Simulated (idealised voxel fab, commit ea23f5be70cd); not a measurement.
process module | voxel tone inversion
cross-section cut | 180 nm wide | cells 5 nm
A cross-section is a grid of square cells, given in bands from the top down. A band is one or more rows of cells.
Each band's line starts with the height of the band's top and of its bottom, in nm. Then come its materials from left to right, each with its width in nm. One material with "throughout" fills the band from edge to edge. "air" is empty space.
Height 0 is the level under which the wafer as received is all one material. The lowest band goes on downwards, as in "0 down".
A width such as "30 to 40" changes by the same amount from each row of cells to the next, from the band's top row to its bottom row.
"no change" after a step means that no cell of the cross-section changed.
closed voids: empty space of 8 cells or more with no open way to the top, each as width x height at its distance from the left edge, in nm
after a step's settings: what the simulator itself notes on the step
overlay nm, on a step with a mask: how far to the right of its planned place the mask lay; to the left if negative
plan
1 op RECEIVE | material Si
2 op CONFORMAL_DEP | material SiN | thk nm 5
3 op DIRECTIONAL_DEP | material aC | thk nm 15
4 op PATTERN | tone cover | mask id POSTS | material resist | width nm 20 | pitch nm 35 | thk nm 25 | overlay nm 0
5 op DIRECTIONAL_ETCH | etch materials aC | depth nm 15
6 op STRIP | etch materials resist
7 op FILL_DEP | material SiO2 | thk nm 5
8 op CMP | height nm 20
9 op STRIP | etch materials aC
as received, after step 1
  0 down: Si throughout
  closed voids: none
a wafer at the end: this start, this plan, one mistake
  15 to 5: SiO2 45 | air 20 | SiO2 15 | air 20 | SiO2 15 | air 20 | SiO2 45
  5 to 0: SiN throughout
  0 down: Si throughout
  closed voids: none
what went wrong: step 8 ran as: op CMP | height nm 15
